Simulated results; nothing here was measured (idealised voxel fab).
The document below concerns the process module designated voxel wiring stack.
Displayed cross-section: cut, width of 200 nm, square cells sized 5 nm.
Format of a cross-section: grid, square cells. Given as bands. Order: top down. Band: one or more rows of cells.
Heights first: top, then bottom, in nm. Then materials, left to right, each with a width in nm. "all across" on a single material: fills the band edge to edge. "air": empty space.
Basically, 0 is our baseline, since under it the wafer straight out of the box is all one material. The bottom band has no lower end and keeps on going down, so it looks like "z 0 and below".
Note: "30->40" means the width goes from the first number (top row of the band) to the second number (bottom row) in equal steps per row of cells.
For the purposes of this document, the phrase "nothing altered" attached to a step denotes that no cell within the cross-section was modified by that step.
Closed-off voids of 8+ cells (no open route to the top) go in "Closed void listing", written width x height at distance from the left edge, in nm.
On a step's line, text after the settings is the simulator commenting on that step.
If you see "overlay nm" on a step's line and that step has a mask, it's telling you how far right of where it was planned the mask ended up; a negative number means it went left instead.
How should the pairs below be read? Each gives the cross-section before one process step and the cross-section after it, the latter drawn only to the lowest band that changed; the step that lies between them, with its settings, appears under the pair. Does a pair pick up where the pair above left off? Only where its entry headed "Ahead of processing" says so, since pairs can come from different runs of this module on the same starting wafer.
Ahead of processing:
> z 185 to 160 | 30 nm SiO2, 5 nm TiN, 15 nm Cu, 5 nm TiN, 30 nm SiO2, 5 nm TiN, 15 nm Cu, 5 nm TiN, 30 nm SiO2, 5 nm TiN, 15 nm Cu, 5 nm TiN, 35 nm SiO2
> z 160 to 155 | 30 nm SiN, 25 nm TiN, 30 nm SiN, 25 nm TiN, 30 nm SiN, 25 nm TiN, 35 nm SiN
> z 155 to 135 | 30 nm SiO2, 15 nm Ru, 95 nm SiO2, 15 nm Ru, 45 nm SiO2
> z 135 to 130 | 30 nm SiCN, 15 nm Ru, 95 nm SiCN, 15 nm Ru, 45 nm SiCN
> z 130 to 120 | 30 nm lowk, 5 nm TiN, 15 nm Cu, 5 nm TiN, 30 nm lowk, 5 nm TiN, 15 nm Cu, 5 nm TiN, 30 nm lowk, 5 nm TiN, 15 nm Cu, 5 nm TiN, 35 nm lowk
> z 120 to 115 | 30 nm lowk, 5 nm TiN, 5 nm Cu, 15 nm TiN, 30 nm lowk, 25 nm TiN, 30 nm lowk, 5 nm TiN, 5 nm Cu, 15 nm TiN, 35 nm lowk
> z 115 to 100 | 30 nm lowk, 5 nm TiN, 5 nm Cu, 5 nm TiN, 95 nm lowk, 5 nm TiN, 5 nm Cu, 5 nm TiN, 45 nm lowk
> z 100 to 95 | 30 nm SiCN, 15 nm TiN, 95 nm SiCN, 15 nm TiN, 45 nm SiCN
> z 95 to 90 | 25 nm SiCN, 35 nm Ru, 20 nm SiCN, 35 nm Ru, 20 nm SiCN, 35 nm Ru, 30 nm SiCN
> z 90 to 70 | 30 nm lowk, 5 nm TiN, 15 nm Ru, 5 nm TiN, 30 nm lowk, 5 nm TiN, 15 nm Ru, 5 nm TiN, 30 nm lowk, 5 nm TiN, 15 nm Ru, 5 nm TiN, 35 nm lowk
> z 70 to 65 | 30 nm SiN, 25 nm TiN, 30 nm SiN, 25 nm TiN, 30 nm SiN, 25 nm TiN, 35 nm SiN
> z 65 to 45 | 30 nm lowk, 15 nm Ru, 95 nm lowk, 15 nm Ru, 45 nm lowk
> z 45 to 40 | 30 nm SiCN, 15 nm Ru, 95 nm SiCN, 15 nm Ru, 45 nm SiCN
> z 40 to 35 | 25 nm SiCN, 35 nm Ru, 20 nm SiCN, 35 nm Ru, 20 nm SiCN, 35 nm Ru, 30 nm SiCN
> z 35 to 25 | 30 nm SiO2, 5 nm TiN, 15 nm Cu, 5 nm TiN, 30 nm SiO2, 5 nm TiN, 15 nm Cu, 5 nm TiN, 30 nm SiO2, 5 nm TiN, 15 nm Cu, 5 nm TiN, 35 nm SiO2
> z 25 to 20 | 30 nm SiO2, 25 nm TiN, 30 nm SiO2, 25 nm TiN, 30 nm SiO2, 25 nm TiN, 35 nm SiO2
> z 20 to 5 | SiO2 all across
> z 5 to 0 | SiN all across
> z 0 and below | Si all across
> Closed void listing: none
after:
> z 190 to 185 | SiN all across
> below 185: unchanged
> Closed void listing: none
The before and after cross-sections above are linked by CONFORMAL_DEP (material SiN; thk nm 5)
Ahead of processing:
> z 145 to 135 | Cu all across
> z 135 to 130 | 35 nm TiN, 15 nm Cu, 40 nm TiN, 15 nm Cu, 40 nm TiN, 15 nm Cu, 40 nm TiN
> z 130 to 120 | 30 nm lowk, 5 nm TiN, 15 nm Cu, 5 nm TiN, 30 nm lowk, 5 nm TiN, 15 nm Cu, 5 nm TiN, 30 nm lowk, 5 nm TiN, 15 nm Cu, 5 nm TiN, 35 nm lowk
> z 120 to 115 | 30 nm lowk, 5 nm TiN, 5 nm Cu, 15 nm TiN, 30 nm lowk, 25 nm TiN, 30 nm lowk, 5 nm TiN, 5 nm Cu, 15 nm TiN, 35 nm lowk
> z 115 to 100 | 30 nm lowk, 5 nm TiN, 5 nm Cu, 5 nm TiN, 95 nm lowk, 5 nm TiN, 5 nm Cu, 5 nm TiN, 45 nm lowk
> z 100 to 95 | 30 nm SiCN, 15 nm TiN, 95 nm SiCN, 15 nm TiN, 45 nm SiCN
> z 95 to 90 | 25 nm SiCN, 35 nm Ru, 20 nm SiCN, 35 nm Ru, 20 nm SiCN, 35 nm Ru, 30 nm SiCN
> z 90 to 70 | 30 nm lowk, 5 nm TiN, 15 nm Ru, 5 nm TiN, 30 nm lowk, 5 nm TiN, 15 nm Ru, 5 nm TiN, 30 nm lowk, 5 nm TiN, 15 nm Ru, 5 nm TiN, 35 nm lowk
> z 70 to 65 | 30 nm SiN, 25 nm TiN, 30 nm SiN, 25 nm TiN, 30 nm SiN, 25 nm TiN, 35 nm SiN
> z 65 to 45 | 30 nm lowk, 15 nm Ru, 95 nm lowk, 15 nm Ru, 45 nm lowk
> z 45 to 40 | 30 nm SiCN, 15 nm Ru, 95 nm SiCN, 15 nm Ru, 45 nm SiCN
> z 40 to 35 | 25 nm SiCN, 35 nm Ru, 20 nm SiCN, 35 nm Ru, 20 nm SiCN, 35 nm Ru, 30 nm SiCN
> z 35 to 20 | 30 nm SiO2, 5 nm TiN, 15 nm Cu, 5 nm TiN, 30 nm SiO2, 5 nm TiN, 15 nm Cu, 5 nm TiN, 30 nm SiO2, 5 nm TiN, 15 nm Cu, 5 nm TiN, 35 nm SiO2
> z 20 to 15 | 30 nm SiN, 25 nm TiN, 30 nm SiN, 25 nm TiN, 30 nm SiN, 25 nm TiN, 35 nm SiN
> z 15 to 0 | SiO2 all across
> z 0 and below | Si all across
> Closed void listing: none
after:
> z 125 to 120 | 30 nm lowk, 5 nm TiN, 15 nm Cu, 5 nm TiN, 30 nm lowk, 5 nm TiN, 15 nm Cu, 5 nm TiN, 30 nm lowk, 5 nm TiN, 15 nm Cu, 5 nm TiN, 35 nm lowk
> below 120: unchanged
> Closed void listing: none
The before and after cross-sections above are linked by CMP (height nm 125)
Ahead of processing: just use the after drawing of the pair above as your starting point.
after:
> z 130 to 125 | SiCN all across
> below 125: unchanged
> Closed void listing: none
The before and after cross-sections above are linked by CONFORMAL_DEP (material SiCN; thk nm 5)
Ahead of processing: just use the after drawing of the pair above as your starting point.
after:
> z 150 to 130 | SiO2 all across
> below 130: unchanged
> Closed void listing: none
The before and after cross-sections above are linked by DIRECTIONAL_DEP (material SiO2; thk nm 20)
Ahead of processing: just use the after drawing of the pair above as your starting point.
after:
> z 150 to 130 | 30 nm SiO2, 15 nm air, 95 nm SiO2, 15 nm air, 45 nm SiO2
> below 130: unchanged
> Closed void listing: none
The before and after cross-sections above are linked by MASKED_ETCH (tone open; mask id PLUG_3; width nm 15; pitch nm 110; etch materials SiO2; depth nm 20; overlay nm 0)
Ahead of processing: just use the after drawing of the pair above as your starting point.
after:
> z 150 to 130 | 30 nm SiO2, 15 nm air, 95 nm SiO2, 15 nm air, 45 nm SiO2
> z 130 to 125 | 30 nm SiCN, 15 nm air, 95 nm SiCN, 15 nm air, 45 nm SiCN
> below 125: unchanged
> Closed void listing: none
The before and after cross-sections above are linked by MASKED_ETCH (tone open; mask id PLUG_3; width nm 15; pitch nm 110; etch materials SiCN; depth nm 5; overlay nm 0)
Ahead of processing: just use the after drawing of the pair above as your starting point.
after:
> z 150 to 135 | 30 nm SiO2, 15 nm air, 95 nm SiO2, 15 nm air, 45 nm SiO2
> z 135 to 130 | 30 nm SiO2, 15 nm Ru, 95 nm SiO2, 15 nm Ru, 45 nm SiO2
> z 130 to 125 | 30 nm SiCN, 15 nm Ru, 95 nm SiCN, 15 nm Ru, 45 nm SiCN
> below 125: unchanged
> Closed void listing: none
The before and after cross-sections above are linked by EPI (material Ru; thk nm 10)
Ahead of processing: just use the after drawing of the pair above as your starting point.
after:
> z 150 to 145 | 30 nm SiO2, 15 nm air, 95 nm SiO2, 15 nm air, 45 nm SiO2
> z 145 to 130 | 30 nm SiO2, 15 nm Ru, 95 nm SiO2, 15 nm Ru, 45 nm SiO2
> below 130: unchanged
> Closed void listing: none
The before and after cross-sections above are linked by EPI (material Ru; thk nm 10)
Ahead of processing: just use the after drawing of the pair above as your starting point.
after:
> z 150 to 130 | 30 nm SiO2, 15 nm Ru, 95 nm SiO2, 15 nm Ru, 45 nm SiO2
> below 130: unchanged
> Closed void listing: none
The before and after cross-sections above are linked by EPI (material Ru; thk nm 5)
Ahead of processing: just use the after drawing of the pair above as your starting point.
after:
> z 155 to 150 | SiN all across
> below 150: unchanged
> Closed void listing: none
The before and after cross-sections above are linked by CONFORMAL_DEP (material SiN; thk nm 5)
Ahead of processing: just use the after drawing of the pair above as your starting point.
after:
> z 180 to 155 | SiO2 all across
> below 155: unchanged
> Closed void listing: none
The before and after cross-sections above are linked by DIRECTIONAL_DEP (material SiO2; thk nm 25)
Ahead of processing: just use the after drawing of the pair above as your starting point.
after:
> z 200 to 180 | 30 nm resist, 25 nm air, 30 nm resist, 25 nm air, 30 nm resist, 25 nm air, 35 nm resist
> below 180: unchanged
> Closed void listing: none
The before and after cross-sections above are linked by PATTERN (tone open; mask id METAL_4; material resist; width nm 25; pitch nm 55; thk nm 20; overlay nm 0)
Ahead of processing: just use the after drawing of the pair above as your starting point.
after:
> z 200 to 180 | 30 nm resist, 25 nm air, 30 nm resist, 25 nm air, 30 nm resist, 25 nm air, 35 nm resist
> z 180 to 155 | 30 nm SiO2, 25 nm air, 30 nm SiO2, 25 nm air, 30 nm SiO2, 25 nm air, 35 nm SiO2
> below 155: unchanged
> Closed void listing: none
The before and after cross-sections above are linked by DIRECTIONAL_ETCH (etch materials SiO2; depth nm 25)
Ahead of processing: just use the after drawing of the pair above as your starting point.
after:
> z 200 to 180 | 30 nm resist, 25 nm air, 30 nm resist, 25 nm air, 30 nm resist, 25 nm air, 35 nm resist
> z 180 to 155 | 30 nm SiO2, 25 nm air, 30 nm SiO2, 25 nm air, 30 nm SiO2, 25 nm air, 35 nm SiO2
> z 155 to 150 | 30 nm SiN, 25 nm air, 30 nm SiN, 25 nm air, 30 nm SiN, 25 nm air, 35 nm SiN
> below 150: unchanged
> Closed void listing: none
The before and after cross-sections above are linked by DIRECTIONAL_ETCH (etch materials SiN; depth nm 5)
Ahead of processing: just use the after drawing of the pair above as your starting point.
after:
> z 180 to 155 | 30 nm SiO2, 25 nm air, 30 nm SiO2, 25 nm air, 30 nm SiO2, 25 nm air, 35 nm SiO2
> below 155: unchanged
> Closed void listing: none
The before and after cross-sections above are linked by STRIP (etch materials resist)
Ahead of processing: just use the after drawing of the pair above as your starting point.
after:
> z 185 to 180 | 35 nm TiN, 15 nm air, 40 nm TiN, 15 nm air, 40 nm TiN, 15 nm air, 40 nm TiN
> z 180 to 155 | 30 nm SiO2, 5 nm TiN, 15 nm air, 5 nm TiN, 30 nm SiO2, 5 nm TiN, 15 nm air, 5 nm TiN, 30 nm SiO2, 5 nm TiN, 15 nm air, 5 nm TiN, 35 nm SiO2
> z 155 to 150 | 30 nm SiN, 25 nm TiN, 30 nm SiN, 25 nm TiN, 30 nm SiN, 25 nm TiN, 35 nm SiN
> below 150: unchanged
> Closed void listing: none
The before and after cross-sections above are linked by CONFORMAL_DEP (material TiN; thk nm 5)
Ahead of processing: just use the after drawing of the pair above as your starting point.
after:
> z 190 to 185 | Cu all across
> z 185 to 180 | 35 nm TiN, 15 nm Cu, 40 nm TiN, 15 nm Cu, 40 nm TiN, 15 nm Cu, 40 nm TiN
> z 180 to 155 | 30 nm SiO2, 5 nm TiN, 15 nm Cu, 5 nm TiN, 30 nm SiO2, 5 nm TiN, 15 nm Cu, 5 nm TiN, 30 nm SiO2, 5 nm TiN, 15 nm Cu, 5 nm TiN, 35 nm SiO2
> below 155: unchanged
> Closed void listing: none
The before and after cross-sections above are linked by FILL_DEP (material Cu; thk nm 5)
Ahead of processing: just use the after drawing of the pair above as your starting point.
after:
> z 185 to 180 | 35 nm TiN, 15 nm Cu, 40 nm TiN, 15 nm Cu, 40 nm TiN, 15 nm Cu, 40 nm TiN
> below 180: unchanged
> Closed void listing: none
The before and after cross-sections above are linked by CMP (height nm 185)
Ahead of processing: just use the after drawing of the pair above as your starting point.
after:
> z 190 to 185 | SiN all across
> below 185: unchanged
> Closed void listing: none
The before and after cross-sections above are linked by CONFORMAL_DEP (material SiN; thk nm 5)
Ahead of processing:
> z 50 to 35 | aC all across
> z 35 to 20 | SiO2 all across
> z 20 to 15 | SiN all across
> z 15 to 0 | SiO2 all across
> z 0 and below | Si all across
> Closed void listing: none
after:
> z 80 to 50 | 35 nm resist, 15 nm air, 40 nm resist, 15 nm air, 40 nm resist, 15 nm air, 40 nm resist
> below 50: unchanged
> Closed void listing: none
The before and after cross-sections above are linked by PATTERN (tone open; mask id METAL_1; material resist; width nm 15; pitch nm 55; thk nm 30; overlay nm 0)
Ahead of processing: just use the after drawing of the pair above as your starting point.
after:
> z 65 to 50 | 35 nm resist, 15 nm air, 40 nm resist, 15 nm air, 40 nm resist, 15 nm air, 40 nm resist
> z 50 to 35 | 35 nm aC, 15 nm air, 40 nm aC, 15 nm air, 40 nm aC, 15 nm air, 40 nm aC
> below 35: unchanged
> Closed void listing: none
The before and after cross-sections above are linked by DIRECTIONAL_ETCH (etch materials aC; depth nm 15)
Ahead of processing: just use the after drawing of the pair above as your starting point.
after:
> z 50 to 35 | 35 nm aC, 15 nm air, 40 nm aC, 15 nm air, 40 nm aC, 15 nm air, 40 nm aC
> below 35: unchanged
> Closed void listing: none
The before and after cross-sections above are linked by STRIP (etch materials resist)
Ahead of processing: just use the after drawing of the pair above as your starting point.
after:
> z 50 to 35 | 35 nm aC, 15 nm air, 40 nm aC, 15 nm air, 40 nm aC, 15 nm air, 40 nm aC
> z 35 to 20 | 35 nm SiO2, 15 nm air, 40 nm SiO2, 15 nm air, 40 nm SiO2, 15 nm air, 40 nm SiO2
> below 20: unchanged
> Closed void listing: none
The before and after cross-sections above are linked by DIRECTIONAL_ETCH (etch materials SiO2; depth nm 15)
Ahead of processing: just use the after drawing of the pair above as your starting point.
after:
> z 50 to 35 | 35 nm aC, 15 nm air, 40 nm aC, 15 nm air, 40 nm aC, 15 nm air, 40 nm aC
> z 35 to 20 | 35 nm SiO2, 15 nm air, 40 nm SiO2, 15 nm air, 40 nm SiO2, 15 nm air, 40 nm SiO2
> z 20 to 15 | 35 nm SiN, 15 nm air, 40 nm SiN, 15 nm air, 40 nm SiN, 15 nm air, 40 nm SiN
> below 15: unchanged
> Closed void listing: none
The before and after cross-sections above are linked by DIRECTIONAL_ETCH (etch materials SiN; depth nm 5)
Ahead of processing: just use the after drawing of the pair above as your starting point.
after:
> z 35 to 20 | 35 nm SiO2, 15 nm air, 40 nm SiO2, 15 nm air, 40 nm SiO2, 15 nm air, 40 nm SiO2
> below 20: unchanged
> Closed void listing: none
The before and after cross-sections above are linked by STRIP (etch materials aC)
Ahead of processing: just use the after drawing of the pair above as your starting point.
after:
> z 40 to 35 | 40 nm TiN, 5 nm air, 50 nm TiN, 5 nm air, 50 nm TiN, 5 nm air, 45 nm TiN
> z 35 to 20 | 35 nm SiO2, 5 nm TiN, 5 nm air, 5 nm TiN, 40 nm SiO2, 5 nm TiN, 5 nm air, 5 nm TiN, 40 nm SiO2, 5 nm TiN, 5 nm air, 5 nm TiN, 40 nm SiO2
> z 20 to 15 | 35 nm SiN, 15 nm TiN, 40 nm SiN, 15 nm TiN, 40 nm SiN, 15 nm TiN, 40 nm SiN
> below 15: unchanged
> Closed void listing: none
The before and after cross-sections above are linked by CONFORMAL_DEP (material TiN; thk nm 5)
Ahead of processing: just use the after drawing of the pair above as your starting point.
after:
> z 45 to 40 | Cu all across
> z 40 to 35 | 40 nm TiN, 5 nm Cu, 50 nm TiN, 5 nm Cu, 50 nm TiN, 5 nm Cu, 45 nm TiN
> z 35 to 20 | 35 nm SiO2, 5 nm TiN, 5 nm Cu, 5 nm TiN, 40 nm SiO2, 5 nm TiN, 5 nm Cu, 5 nm TiN, 40 nm SiO2, 5 nm TiN, 5 nm Cu, 5 nm TiN, 40 nm SiO2
> below 20: unchanged
> Closed void listing: none
The before and after cross-sections above are linked by FILL_DEP (material Cu; thk nm 5)
Ahead of processing: just use the after drawing of the pair above as your starting point.
after:
> z 35 to 20 | 35 nm SiO2, 5 nm TiN, 5 nm Cu, 5 nm TiN, 40 nm SiO2, 5 nm TiN, 5 nm Cu, 5 nm TiN, 40 nm SiO2, 5 nm TiN, 5 nm Cu, 5 nm TiN, 40 nm SiO2
> below 20: unchanged
> Closed void listing: none
The before and after cross-sections above are linked by CMP (height nm 35)
Ahead of processing: just use the after drawing of the pair above as your starting point.
after:
> z 40 to 35 | 30 nm air, 25 nm Ru, 30 nm air, 25 nm Ru, 30 nm air, 25 nm Ru, 35 nm air
> below 35: unchanged
> Closed void listing: none
The before and after cross-sections above are linked by EPI (material Ru; thk nm 5)
Ahead of processing: just use the after drawing of the pair above as your starting point.
after:
> z 45 to 40 | SiCN all across
> z 40 to 35 | 30 nm SiCN, 25 nm Ru, 30 nm SiCN, 25 nm Ru, 30 nm SiCN, 25 nm Ru, 35 nm SiCN
> below 35: unchanged
> Closed void listing: none
The before and after cross-sections above are linked by FILL_DEP (material SiCN; thk nm 5)
Ahead of processing: just use the after drawing of the pair above as your starting point.
after:
> z 65 to 45 | lowk all across
> below 45: unchanged
> Closed void listing: none
The before and after cross-sections above are linked by DIRECTIONAL_DEP (material lowk; thk nm 20)
Ahead of processing: just use the after drawing of the pair above as your starting point.
after:
> z 80 to 65 | aC all across
> below 65: unchanged
> Closed void listing: none
The before and after cross-sections above are linked by DIRECTIONAL_DEP (material aC; thk nm 15)
Ahead of processing: just use the after drawing of the pair above as your starting point.
after:
> z 110 to 80 | 30 nm resist, 15 nm air, 95 nm resist, 15 nm air, 45 nm resist
> below 80: unchanged
> Closed void listing: none
The before and after cross-sections above are linked by PATTERN (tone open; mask id PLUG_1; material resist; width nm 15; pitch nm 110; thk nm 30; overlay nm 0)
Ahead of processing: just use the after drawing of the pair above as your starting point.
after:
> z 95 to 80 | 30 nm resist, 15 nm air, 95 nm resist, 15 nm air, 45 nm resist
> z 80 to 65 | 30 nm aC, 15 nm air, 95 nm aC, 15 nm air, 45 nm aC
> below 65: unchanged
> Closed void listing: none
The before and after cross-sections above are linked by DIRECTIONAL_ETCH (etch materials aC; depth nm 15)
Ahead of processing: just use the after drawing of the pair above as your starting point.
after:
> z 80 to 65 | 30 nm aC, 15 nm air, 95 nm aC, 15 nm air, 45 nm aC
> below 65: unchanged
> Closed void listing: none
The before and after cross-sections above are linked by STRIP (etch materials resist)
Ahead of processing: just use the after drawing of the pair above as your starting point.
after:
> z 80 to 65 | 30 nm aC, 15 nm air, 95 nm aC, 15 nm air, 45 nm aC
> z 65 to 45 | 30 nm lowk, 15 nm air, 95 nm lowk, 15 nm air, 45 nm lowk
> below 45: unchanged
> Closed void listing: none
The before and after cross-sections above are linked by DIRECTIONAL_ETCH (etch materials lowk; depth nm 20)
Ahead of processing: just use the after drawing of the pair above as your starting point.
after:
> z 80 to 65 | 30 nm aC, 15 nm air, 95 nm aC, 15 nm air, 45 nm aC
> z 65 to 45 | 30 nm lowk, 15 nm air, 95 nm lowk, 15 nm air, 45 nm lowk
> z 45 to 40 | 30 nm SiCN, 15 nm air, 95 nm SiCN, 15 nm air, 45 nm SiCN
> below 40: unchanged
> Closed void listing: none
The before and after cross-sections above are linked by DIRECTIONAL_ETCH (etch materials SiCN; depth nm 5)
Ahead of processing: just use the after drawing of the pair above as your starting point.
after:
> z 65 to 45 | 30 nm lowk, 15 nm air, 95 nm lowk, 15 nm air, 45 nm lowk
> below 45: unchanged
> Closed void listing: none
The before and after cross-sections above are linked by STRIP (etch materials aC)
Ahead of processing: just use the after drawing of the pair above as your starting point.
after:
> z 65 to 50 | 30 nm lowk, 15 nm air, 95 nm lowk, 15 nm air, 45 nm lowk
> z 50 to 45 | 30 nm lowk, 15 nm Ru, 95 nm lowk, 15 nm Ru, 45 nm lowk
> z 45 to 40 | 30 nm SiCN, 15 nm Ru, 95 nm SiCN, 15 nm Ru, 45 nm SiCN
> below 40: unchanged
> Closed void listing: none
The before and after cross-sections above are linked by EPI (material Ru; thk nm 10)
Ahead of processing: just use the after drawing of the pair above as your starting point.
after:
> z 65 to 60 | 30 nm lowk, 15 nm air, 95 nm lowk, 15 nm air, 45 nm lowk
> z 60 to 45 | 30 nm lowk, 15 nm Ru, 95 nm lowk, 15 nm Ru, 45 nm lowk
> below 45: unchanged
> Closed void listing: none
The before and after cross-sections above are linked by EPI (material Ru; thk nm 10)
Ahead of processing: just use the after drawing of the pair above as your starting point.
after:
> z 65 to 45 | 30 nm lowk, 15 nm Ru, 95 nm lowk, 15 nm Ru, 45 nm lowk
> below 45: unchanged
> Closed void listing: none
The before and after cross-sections above are linked by EPI (material Ru; thk nm 5)
Ahead of processing: just use the after drawing of the pair above as your starting point.
after:
> z 70 to 65 | SiN all across
> below 65: unchanged
> Closed void listing: none
The before and after cross-sections above are linked by CONFORMAL_DEP (material SiN; thk nm 5)
Ahead of processing: just use the after drawing of the pair above as your starting point.
after:
> z 90 to 70 | lowk all across
> below 70: unchanged
> Closed void listing: none
The before and after cross-sections above are linked by DIRECTIONAL_DEP (material lowk; thk nm 20)
Ahead of processing: just use the after drawing of the pair above as your starting point.
after:
> z 90 to 70 | 30 nm lowk, 25 nm air, 30 nm lowk, 25 nm air, 30 nm lowk, 25 nm air, 35 nm lowk
> below 70: unchanged
> Closed void listing: none
The before and after cross-sections above are linked by MASKED_ETCH (tone open; mask id METAL_2; width nm 25; pitch nm 55; etch materials lowk; depth nm 20; overlay nm 0)
Ahead of processing: just use the after drawing of the pair above as your starting point.
after:
> z 90 to 70 | 30 nm lowk, 25 nm air, 30 nm lowk, 25 nm air, 30 nm lowk, 25 nm air, 35 nm lowk
> z 70 to 65 | 30 nm SiN, 25 nm air, 30 nm SiN, 25 nm air, 30 nm SiN, 25 nm air, 35 nm SiN
> below 65: unchanged
> Closed void listing: none
The before and after cross-sections above are linked by MASKED_ETCH (tone open; mask id METAL_2; width nm 25; pitch nm 55; etch materials SiN; depth nm 5; overlay nm 0)
Ahead of processing: just use the after drawing of the pair above as your starting point.
after:
> z 95 to 90 | 35 nm TiN, 15 nm air, 40 nm TiN, 15 nm air, 40 nm TiN, 15 nm air, 40 nm TiN
> z 90 to 70 | 30 nm lowk, 5 nm TiN, 15 nm air, 5 nm TiN, 30 nm lowk, 5 nm TiN, 15 nm air, 5 nm TiN, 30 nm lowk, 5 nm TiN, 15 nm air, 5 nm TiN, 35 nm lowk
> z 70 to 65 | 30 nm SiN, 25 nm TiN, 30 nm SiN, 25 nm TiN, 30 nm SiN, 25 nm TiN, 35 nm SiN
> below 65: unchanged
> Closed void listing: none
The before and after cross-sections above are linked by CONFORMAL_DEP (material TiN; thk nm 5)
Ahead of processing: just use the after drawing of the pair above as your starting point.
after:
> z 100 to 95 | Ru all across
> z 95 to 90 | 35 nm TiN, 15 nm Ru, 40 nm TiN, 15 nm Ru, 40 nm TiN, 15 nm Ru, 40 nm TiN
> z 90 to 70 | 30 nm lowk, 5 nm TiN, 15 nm Ru, 5 nm TiN, 30 nm lowk, 5 nm TiN, 15 nm Ru, 5 nm TiN, 30 nm lowk, 5 nm TiN, 15 nm Ru, 5 nm TiN, 35 nm lowk
> below 70: unchanged
> Closed void listing: none
The before and after cross-sections above are linked by FILL_DEP (material Ru; thk nm 5)
Ahead of processing: just use the after drawing of the pair above as your starting point.
after:
> z 90 to 70 | 30 nm lowk, 5 nm TiN, 15 nm Ru, 5 nm TiN, 30 nm lowk, 5 nm TiN, 15 nm Ru, 5 nm TiN, 30 nm lowk, 5 nm TiN, 15 nm Ru, 5 nm TiN, 35 nm lowk
> below 70: unchanged
> Closed void listing: none
The before and after cross-sections above are linked by CMP (height nm 90)
Ahead of processing: just use the after drawing of the pair above as your starting point.
after:
> z 95 to 90 | 25 nm air, 35 nm Ru, 20 nm air, 35 nm Ru, 20 nm air, 35 nm Ru, 30 nm air
> below 90: unchanged
> Closed void listing: none
The before and after cross-sections above are linked by EPI (material Ru; thk nm 5)
Ahead of processing: just use the after drawing of the pair above as your starting point.
after:
> z 100 to 95 | SiCN all across
> z 95 to 90 | 25 nm SiCN, 35 nm Ru, 20 nm SiCN, 35 nm Ru, 20 nm SiCN, 35 nm Ru, 30 nm SiCN
> below 90: unchanged
> Closed void listing: none
The before and after cross-sections above are linked by FILL_DEP (material SiCN; thk nm 5)
Ahead of processing: just use the after drawing of the pair above as your starting point.
after:
> z 130 to 100 | lowk all across
> below 100: unchanged
> Closed void listing: none
The before and after cross-sections above are linked by DIRECTIONAL_DEP (material lowk; thk nm 30)
Ahead of processing: just use the after drawing of the pair above as your starting point.
after:
> z 145 to 130 | 30 nm resist, 15 nm air, 95 nm resist, 15 nm air, 45 nm resist
> below 130: unchanged
> Closed void listing: none
The before and after cross-sections above are linked by PATTERN (tone open; mask id METAL_3_HOLES; material resist; width nm 15; pitch nm 110; thk nm 15; overlay nm 0)
Ahead of processing: just use the after drawing of the pair above as your starting point.
after:
> z 145 to 130 | 30 nm resist, 15 nm air, 95 nm resist, 15 nm air, 45 nm resist
> z 130 to 100 | 30 nm lowk, 15 nm air, 95 nm lowk, 15 nm air, 45 nm lowk
> below 100: unchanged
> Closed void listing: none
The before and after cross-sections above are linked by DIRECTIONAL_ETCH (etch materials lowk; depth nm 30)
Ahead of processing: just use the after drawing of the pair above as your starting point.
after:
> z 130 to 100 | 30 nm lowk, 15 nm air, 95 nm lowk, 15 nm air, 45 nm lowk
> below 100: unchanged
> Closed void listing: none
The before and after cross-sections above are linked by STRIP (etch materials resist)
Ahead of processing: just use the after drawing of the pair above as your starting point.
after:
> z 130 to 115 | 30 nm lowk, 25 nm air, 30 nm lowk, 25 nm air, 30 nm lowk, 25 nm air, 35 nm lowk
> below 115: unchanged
> Closed void listing: none
The before and after cross-sections above are linked by MASKED_ETCH (tone open; mask id METAL_3; width nm 25; pitch nm 55; etch materials lowk; depth nm 15; overlay nm 0)
Ahead of processing: just use the after drawing of the pair above as your starting point.
after:
> z 130 to 115 | 30 nm lowk, 25 nm air, 30 nm lowk, 25 nm air, 30 nm lowk, 25 nm air, 35 nm lowk
> z 115 to 100 | 30 nm lowk, 15 nm air, 95 nm lowk, 15 nm air, 45 nm lowk
> z 100 to 95 | 30 nm SiCN, 15 nm air, 95 nm SiCN, 15 nm air, 45 nm SiCN
> below 95: unchanged
> Closed void listing: none
The before and after cross-sections above are linked by MASKED_ETCH (tone open; mask id METAL_3; width nm 25; pitch nm 55; etch materials SiCN; depth nm 5; overlay nm 0)
Ahead of processing: just use the after drawing of the pair above as your starting point.
after:
> z 135 to 130 | 35 nm TiN, 15 nm air, 40 nm TiN, 15 nm air, 40 nm TiN, 15 nm air, 40 nm TiN
> z 130 to 120 | 30 nm lowk, 5 nm TiN, 15 nm air, 5 nm TiN, 30 nm lowk, 5 nm TiN, 15 nm air, 5 nm TiN, 30 nm lowk, 5 nm TiN, 15 nm air, 5 nm TiN, 35 nm lowk
> z 120 to 115 | 30 nm lowk, 5 nm TiN, 5 nm air, 15 nm TiN, 30 nm lowk, 25 nm TiN, 30 nm lowk, 5 nm TiN, 5 nm air, 15 nm TiN, 35 nm lowk
> z 115 to 100 | 30 nm lowk, 5 nm TiN, 5 nm air, 5 nm TiN, 95 nm lowk, 5 nm TiN, 5 nm air, 5 nm TiN, 45 nm lowk
> z 100 to 95 | 30 nm SiCN, 15 nm TiN, 95 nm SiCN, 15 nm TiN, 45 nm SiCN
> below 95: unchanged
> Closed void listing: none
The before and after cross-sections above are linked by CONFORMAL_DEP (material TiN; thk nm 5)
Ahead of processing: just use the after drawing of the pair above as your starting point.
after:
> z 145 to 135 | Cu all across
> z 135 to 130 | 35 nm TiN, 15 nm Cu, 40 nm TiN, 15 nm Cu, 40 nm TiN, 15 nm Cu, 40 nm TiN
> z 130 to 120 | 30 nm lowk, 5 nm TiN, 15 nm Cu, 5 nm TiN, 30 nm lowk, 5 nm TiN, 15 nm Cu, 5 nm TiN, 30 nm lowk, 5 nm TiN, 15 nm Cu, 5 nm TiN, 35 nm lowk
> z 120 to 115 | 30 nm lowk, 5 nm TiN, 5 nm Cu, 15 nm TiN, 30 nm lowk, 25 nm TiN, 30 nm lowk, 5 nm TiN, 5 nm Cu, 15 nm TiN, 35 nm lowk
> z 115 to 100 | 30 nm lowk, 5 nm TiN, 5 nm Cu, 5 nm TiN, 95 nm lowk, 5 nm TiN, 5 nm Cu, 5 nm TiN, 45 nm lowk
> below 100: unchanged
> Closed void listing: none
The before and after cross-sections above are linked by FILL_DEP (material Cu; thk nm 10)
Ahead of processing: just use the after drawing of the pair above as your starting point.
after:
> z 130 to 120 | 30 nm lowk, 5 nm TiN, 15 nm Cu, 5 nm TiN, 30 nm lowk, 5 nm TiN, 15 nm Cu, 5 nm TiN, 30 nm lowk, 5 nm TiN, 15 nm Cu, 5 nm TiN, 35 nm lowk
> below 120: unchanged
> Closed void listing: none
The before and after cross-sections above are linked by CMP (height nm 130)
Ahead of processing: just use the after drawing of the pair above as your starting point.
after:
> z 135 to 130 | SiCN all across
> below 130: unchanged
> Closed void listing: none
The before and after cross-sections above are linked by CONFORMAL_DEP (material SiCN; thk nm 5)
